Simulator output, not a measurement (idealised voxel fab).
process module | voxel released beams
cross-section cut | 250 nm wide | cells 5 nm
A cross-section is a grid of square cells, given in bands from the top down. A band is one or more rows of cells.
Each band's line starts with the height of the band's top and of its bottom, in nm. Then come its materials from left to right, each with its width in nm. One material with "throughout" fills the band from edge to edge. "air" is empty space.
Height 0 is the level under which the wafer as received is all one material. The lowest band goes on downwards, as in "0 down".
A width such as "30 to 40" changes by the same amount from each row of cells to the next, from the band's top row to its bottom row.
"no change" after a step means that no cell of the cross-section changed.
closed voids: empty space of 8 cells or more with no open way to the top, each as width x height at its distance from the left edge, in nm
after a step's settings: what the simulator itself notes on the step
overlay nm, on a step with a mask: how far to the right of its planned place the mask lay; to the left if negative
plan
1 op RECEIVE | material Si
2 op CONFORMAL_DEP | material SiN | thk nm 5
3 op DIRECTIONAL_DEP | material SiO2 | thk nm 20
4 op MASKED_ETCH | tone open | mask id ANCHOR | width nm 35 | etch materials SiO2 | depth nm 20 | overlay nm 0
5 op CONFORMAL_DEP | material polySi | thk nm 10
6 op MASKED_ETCH | tone cover | mask id BEAM | width nm 85 | etch materials polySi | depth nm 10 | overlay nm 0
7 op STRIP | etch materials SiO2
first wafer, as planned
as received, after step 1
  0 down: Si throughout
  closed voids: none
after step 2
  5 to 0: SiN throughout
  below 0: unchanged
after step 3
  25 to 5: SiO2 throughout
  below 5: unchanged
after step 4
  25 to 5: SiO2 85 | air 35 | SiO2 130
  below 5: unchanged
after step 5
  35 to 25: polySi 95 | air 15 | polySi 140
  25 to 15: SiO2 85 | polySi 10 | air 15 | polySi 10 | SiO2 130
  15 to 5: SiO2 85 | polySi 35 | SiO2 130
  below 5: unchanged
after step 6
  35 to 25: air 80 | polySi 15 | air 15 | polySi 55 | air 85
  below 25: unchanged
after step 7
  35 to 25: air 80 | polySi 15 | air 15 | polySi 55 | air 85
  25 to 15: air 85 | polySi 10 | air 15 | polySi 10 | air 130
  15 to 5: air 85 | polySi 35 | air 130
  below 5: unchanged
second wafer: like start, like plan, one mistake. Through step 1 it matches the first wafer
when step 2 should have ended: no change
when step 3 should have ended
  20 to 0: SiO2 throughout
  below 0: unchanged
when step 4 should have ended
  20 to 0: SiO2 85 | air 35 | SiO2 130
  below 0: unchanged
when step 5 should have ended
  30 to 20: polySi 95 | air 15 | polySi 140
  20 to 10: SiO2 85 | polySi 10 | air 15 | polySi 10 | SiO2 130
  10 to 0: SiO2 85 | polySi 35 | SiO2 130
  below 0: unchanged
when step 6 should have ended
  30 to 20: air 80 | polySi 15 | air 15 | polySi 55 | air 85
  below 20: unchanged
when step 7 should have ended
  30 to 20: air 80 | polySi 15 | air 15 | polySi 55 | air 85
  20 to 10: air 85 | polySi 10 | air 15 | polySi 10 | air 130
  10 to 0: air 85 | polySi 35 | air 130
  below 0: unchanged
what went wrong: step 2 was left out
at the end the second wafer has, in cells: 50 fewer of SiN
